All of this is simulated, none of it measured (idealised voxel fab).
process module | voxel air gaps
cross-section cut | 285 nm wide | cells 5 nm
A cross-section is a grid of square cells, given in bands from the top down. A band is one or more rows of cells.
Each band's line starts with the height of the band's top and of its bottom, in nm. Then come its materials from left to right, each with its width in nm. One material with "throughout" fills the band from edge to edge. "air" is empty space.
Height 0 is the level under which the wafer as received is all one material. The lowest band goes on downwards, as in "0 down".
A width such as "30 to 40" changes by the same amount from each row of cells to the next, from the band's top row to its bottom row.
"no change" after a step means that no cell of the cross-section changed.
closed voids: empty space of 8 cells or more with no open way to the top, each as width x height at its distance from the left edge, in nm
after a step's settings: what the simulator itself notes on the step
overlay nm, on a step with a mask: how far to the right of its planned place the mask lay; to the left if negative
plan
1 op RECEIVE | material Si
2 op CONFORMAL_DEP | material SiO2 | thk nm 15
3 op CONFORMAL_DEP | material SiN | thk nm 5
4 op DIRECTIONAL_DEP | material lowk | thk nm 30
5 op MASKED_ETCH | tone open | mask id LINES | width nm 20 | pitch nm 50 | etch materials lowk | depth nm 30 | overlay nm 0
6 op CONFORMAL_DEP | material TiN | thk nm 5
7 op FILL_DEP | material Cu | thk nm 10
8 op CMP | height nm 50
9 op EPI | material Ru | thk nm 10
10 op SELECTIVE_ETCH | etch materials lowk | depth nm 40
11 op CONFORMAL_DEP | material SiCN | thk nm 5
first wafer, as planned
as received, after step 1
  0 down: Si throughout
  closed voids: none
after step 2
  15 to 0: SiO2 throughout
  below 0: unchanged
after step 3
  20 to 15: SiN throughout
  below 15: unchanged
after step 4
  50 to 20: lowk throughout
  below 20: unchanged
after step 5
  50 to 20: lowk 55 | air 20 | lowk 30 | air 20 | lowk 30 | air 20 | lowk 30 | air 20 | lowk 60
  below 20: unchanged
after step 6
  55 to 50: TiN 60 | air 10 | TiN 40 | air 10 | TiN 40 | air 10 | TiN 40 | air 10 | TiN 65
  50 to 25: lowk 55 | TiN 5 | air 10 | TiN 5 | lowk 30 | TiN 5 | air 10 | TiN 5 | lowk 30 | TiN 5 | air 10 | TiN 5 | lowk 30 | TiN 5 | air 10 | TiN 5 | lowk 60
  25 to 20: lowk 55 | TiN 20 | lowk 30 | TiN 20 | lowk 30 | TiN 20 | lowk 30 | TiN 20 | lowk 60
  below 20: unchanged
after step 7
  65 to 55: Cu throughout
  55 to 50: TiN 60 | Cu 10 | TiN 40 | Cu 10 | TiN 40 | Cu 10 | TiN 40 | Cu 10 | TiN 65
  50 to 25: lowk 55 | TiN 5 | Cu 10 | TiN 5 | lowk 30 | TiN 5 | Cu 10 | TiN 5 | lowk 30 | TiN 5 | Cu 10 | TiN 5 | lowk 30 | TiN 5 | Cu 10 | TiN 5 | lowk 60
  below 25: unchanged
after step 8
  50 to 25: lowk 55 | TiN 5 | Cu 10 | TiN 5 | lowk 30 | TiN 5 | Cu 10 | TiN 5 | lowk 30 | TiN 5 | Cu 10 | TiN 5 | lowk 30 | TiN 5 | Cu 10 | TiN 5 | lowk 60
  below 25: unchanged
after step 9
  60 to 50: air 45 | Ru 40 | air 10 | Ru 40 | air 10 | Ru 40 | air 10 | Ru 40 | air 50
  below 50: unchanged
after step 10
  60 to 50: air 45 | Ru 40 | air 10 | Ru 40 | air 10 | Ru 40 | air 10 | Ru 40 | air 50
  50 to 25: air 55 | TiN 5 | Cu 10 | TiN 5 | air 30 | TiN 5 | Cu 10 | TiN 5 | air 30 | TiN 5 | Cu 10 | TiN 5 | air 30 | TiN 5 | Cu 10 | TiN 5 | air 60
  25 to 20: air 55 | TiN 20 | air 30 | TiN 20 | air 30 | TiN 20 | air 30 | TiN 20 | air 60
  below 20: unchanged
after step 11
  65 to 60: air 40 | SiCN 200 | air 45
  60 to 50: air 40 | SiCN 5 | Ru 40 | SiCN 10 | Ru 40 | SiCN 10 | Ru 40 | SiCN 10 | Ru 40 | SiCN 5 | air 45
  50 to 45: air 40 | SiCN 15 | TiN 5 | Cu 10 | TiN 5 | SiCN 30 | TiN 5 | Cu 10 | TiN 5 | SiCN 30 | TiN 5 | Cu 10 | TiN 5 | SiCN 30 | TiN 5 | Cu 10 | TiN 5 | SiCN 15 | air 45
  45 to 25: air 50 | SiCN 5 | TiN 5 | Cu 10 | TiN 5 | SiCN 5 | air 20 | SiCN 5 | TiN 5 | Cu 10 | TiN 5 | SiCN 5 | air 20 | SiCN 5 | TiN 5 | Cu 10 | TiN 5 | SiCN 5 | air 20 | SiCN 5 | TiN 5 | Cu 10 | TiN 5 | SiCN 5 | air 55
  25 to 20: SiCN 55 | TiN 20 | SiCN 30 | TiN 20 | SiCN 30 | TiN 20 | SiCN 30 | TiN 20 | SiCN 60
  below 20: unchanged
  closed voids: 20 x 20 at 80; 20 x 20 at 130; 20 x 20 at 180
second wafer: like start, like plan, one mistake. Through step 4 it matches the first wafer
when step 5 should have ended
  50 to 20: lowk 60 | air 15 | lowk 35 | air 15 | lowk 35 | air 15 | lowk 35 | air 15 | lowk 60
  below 20: unchanged
when step 6 should have ended
  55 to 50: TiN 65 | air 5 | TiN 45 | air 5 | TiN 45 | air 5 | TiN 45 | air 5 | TiN 65
  50 to 25: lowk 60 | TiN 5 | air 5 | TiN 5 | lowk 35 | TiN 5 | air 5 | TiN 5 | lowk 35 | TiN 5 | air 5 | TiN 5 | lowk 35 | TiN 5 | air 5 | TiN 5 | lowk 60
  25 to 20: lowk 60 | TiN 15 | lowk 35 | TiN 15 | lowk 35 | TiN 15 | lowk 35 | TiN 15 | lowk 60
  below 20: unchanged
when step 7 should have ended
  65 to 55: Cu throughout
  55 to 50: TiN 65 | Cu 5 | TiN 45 | Cu 5 | TiN 45 | Cu 5 | TiN 45 | Cu 5 | TiN 65
  50 to 25: lowk 60 | TiN 5 | Cu 5 | TiN 5 | lowk 35 | TiN 5 | Cu 5 | TiN 5 | lowk 35 | TiN 5 | Cu 5 | TiN 5 | lowk 35 | TiN 5 | Cu 5 | TiN 5 | lowk 60
  below 25: unchanged
when step 8 should have ended
  50 to 25: lowk 60 | TiN 5 | Cu 5 | TiN 5 | lowk 35 | TiN 5 | Cu 5 | TiN 5 | lowk 35 | TiN 5 | Cu 5 | TiN 5 | lowk 35 | TiN 5 | Cu 5 | TiN 5 | lowk 60
  below 25: unchanged
when step 9 should have ended
  60 to 50: air 50 | Ru 35 | air 15 | Ru 35 | air 15 | Ru 35 | air 15 | Ru 35 | air 50
  below 50: unchanged
when step 10 should have ended
  60 to 50: air 50 | Ru 35 | air 15 | Ru 35 | air 15 | Ru 35 | air 15 | Ru 35 | air 50
  50 to 25: air 60 | TiN 5 | Cu 5 | TiN 5 | air 35 | TiN 5 | Cu 5 | TiN 5 | air 35 | TiN 5 | Cu 5 | TiN 5 | air 35 | TiN 5 | Cu 5 | TiN 5 | air 60
  25 to 20: air 60 | TiN 15 | air 35 | TiN 15 | air 35 | TiN 15 | air 35 | TiN 15 | air 60
  below 20: unchanged
when step 11 should have ended
  65 to 60: air 45 | SiCN 45 | air 5 | SiCN 45 | air 5 | SiCN 45 | air 5 | SiCN 45 | air 45
  60 to 50: air 45 | SiCN 5 | Ru 35 | SiCN 5 | air 5 | SiCN 5 | Ru 35 | SiCN 5 | air 5 | SiCN 5 | Ru 35 | SiCN 5 | air 5 | SiCN 5 | Ru 35 | SiCN 5 | air 45
  50 to 45: air 45 | SiCN 15 | TiN 5 | Cu 5 | TiN 5 | SiCN 15 | air 5 | SiCN 15 | TiN 5 | Cu 5 | TiN 5 | SiCN 15 | air 5 | SiCN 15 | TiN 5 | Cu 5 | TiN 5 | SiCN 15 | air 5 | SiCN 15 | TiN 5 | Cu 5 | TiN 5 | SiCN 15 | air 45
  45 to 25: air 55 | SiCN 5 | TiN 5 | Cu 5 | TiN 5 | SiCN 5 | air 25 | SiCN 5 | TiN 5 | Cu 5 | TiN 5 | SiCN 5 | air 25 | SiCN 5 | TiN 5 | Cu 5 | TiN 5 | SiCN 5 | air 25 | SiCN 5 | TiN 5 | Cu 5 | TiN 5 | SiCN 5 | air 55
  25 to 20: SiCN 60 | TiN 15 | SiCN 35 | TiN 15 | SiCN 35 | TiN 15 | SiCN 35 | TiN 15 | SiCN 60
  below 20: unchanged
what went wrong: step 5 ran as: op MASKED_ETCH | tone open | mask id LINES | width nm 15 | pitch nm 50 | etch materials lowk | depth nm 30 | overlay nm 0
at the end the second wafer has, in cells: 20 fewer of Cu | 8 fewer of Ru | 4 fewer of TiN
closed voids at the end (first wafer, second wafer): 3, 0
